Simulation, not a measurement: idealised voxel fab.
process module | voxel self aligned vias
cross-section cut | 260 nm wide | cells 5 nm
A cross-section is a grid of square cells, given in bands from the top down. A band is one or more rows of cells.
Each band's line starts with the height of the band's top and of its bottom, in nm. Then come its materials from left to right, each with its width in nm. One material with "throughout" fills the band from edge to edge. "air" is empty space.
Height 0 is the level under which the wafer as received is all one material. The lowest band goes on downwards, as in "0 down".
A width such as "30 to 40" changes by the same amount from each row of cells to the next, from the band's top row to its bottom row.
"no change" after a step means that no cell of the cross-section changed.
closed voids: empty space of 8 cells or more with no open way to the top, each as width x height at its distance from the left edge, in nm
after a step's settings: what the simulator itself notes on the step
overlay nm, on a step with a mask: how far to the right of its planned place the mask lay; to the left if negative
plan
1 op RECEIVE | material Si
2 op CONFORMAL_DEP | material SiO2 | thk nm 10
3 op CONFORMAL_DEP | material SiCN | thk nm 5
4 op DIRECTIONAL_DEP | material SiO2 | thk nm 30
5 op MASKED_ETCH | tone open | mask id LINES | width nm 20 | pitch nm 55 | etch materials SiO2 | depth nm 30 | overlay nm 0
6 op CONFORMAL_DEP | material TiN | thk nm 5
7 op FILL_DEP | material Ru | thk nm 5
8 op CMP | height nm 45
9 op SELECTIVE_ETCH | etch materials W Ru TiN | depth nm 5
10 op FILL_DEP | material SiN | thk nm 5
11 op CMP | height nm 45
12 op DIRECTIONAL_DEP | material SiO2 | thk nm 15
13 op MASKED_ETCH | tone open | mask id VIAS | width nm 30 | pitch nm 55 | etch materials SiO2 | depth nm 15 | overlay nm 0
14 op MASKED_ETCH | tone open | mask id VIAS | width nm 30 | pitch nm 55 | etch materials SiN | depth nm 5 | overlay nm 0
15 op CONFORMAL_DEP | material TiN | thk nm 5
16 op FILL_DEP | material Cu | thk nm 10
17 op CMP | height nm 60
18 op CONFORMAL_DEP | material SiN | thk nm 5
as received, after step 1
  0 down: Si throughout
  closed voids: none
first wafer at the end, as planned
  65 to 60: SiN throughout
  60 to 50: SiO2 60 | TiN 5 | Cu 20 | TiN 5 | SiO2 25 | TiN 5 | Cu 20 | TiN 5 | SiO2 25 | TiN 5 | Cu 20 | TiN 5 | SiO2 60
  50 to 45: SiO2 60 | TiN 10 | Cu 10 | TiN 10 | SiO2 25 | TiN 10 | Cu 10 | TiN 10 | SiO2 25 | TiN 10 | Cu 10 | TiN 10 | SiO2 60
  45 to 40: SiO2 65 | TiN 20 | SiO2 35 | TiN 20 | SiO2 35 | TiN 20 | SiO2 65
  40 to 20: SiO2 65 | TiN 5 | Ru 10 | TiN 5 | SiO2 35 | TiN 5 | Ru 10 | TiN 5 | SiO2 35 | TiN 5 | Ru 10 | TiN 5 | SiO2 65
  20 to 15: SiO2 65 | TiN 20 | SiO2 35 | TiN 20 | SiO2 35 | TiN 20 | SiO2 65
  15 to 10: SiCN throughout
  10 to 0: SiO2 throughout
  0 down: Si throughout
  closed voids: none
second wafer at the end: like start, like plan, one mistake
  65 to 60: SiN throughout
  60 to 50: SiO2 60 | TiN 5 | Cu 20 | TiN 5 | SiO2 25 | TiN 5 | Cu 20 | TiN 5 | SiO2 25 | TiN 5 | Cu 20 | TiN 5 | SiO2 60
  50 to 45: SiO2 60 | TiN 10 | Cu 10 | TiN 10 | SiO2 25 | TiN 10 | Cu 10 | TiN 10 | SiO2 25 | TiN 10 | Cu 10 | TiN 10 | SiO2 60
  45 to 40: SiO2 65 | TiN 20 | SiO2 35 | TiN 20 | SiO2 35 | TiN 20 | SiO2 65
  40 to 20: SiO2 65 | TiN 5 | W 10 | TiN 5 | SiO2 35 | TiN 5 | W 10 | TiN 5 | SiO2 35 | TiN 5 | W 10 | TiN 5 | SiO2 65
  20 to 15: SiO2 65 | TiN 20 | SiO2 35 | TiN 20 | SiO2 35 | TiN 20 | SiO2 65
  15 to 10: SiCN throughout
  10 to 0: SiO2 throughout
  0 down: Si throughout
  closed voids: none
what went wrong: step 7 ran as: op FILL_DEP | material W | thk nm 5
at the end the second wafer has, in cells: 24 fewer of Ru | 24 more of W
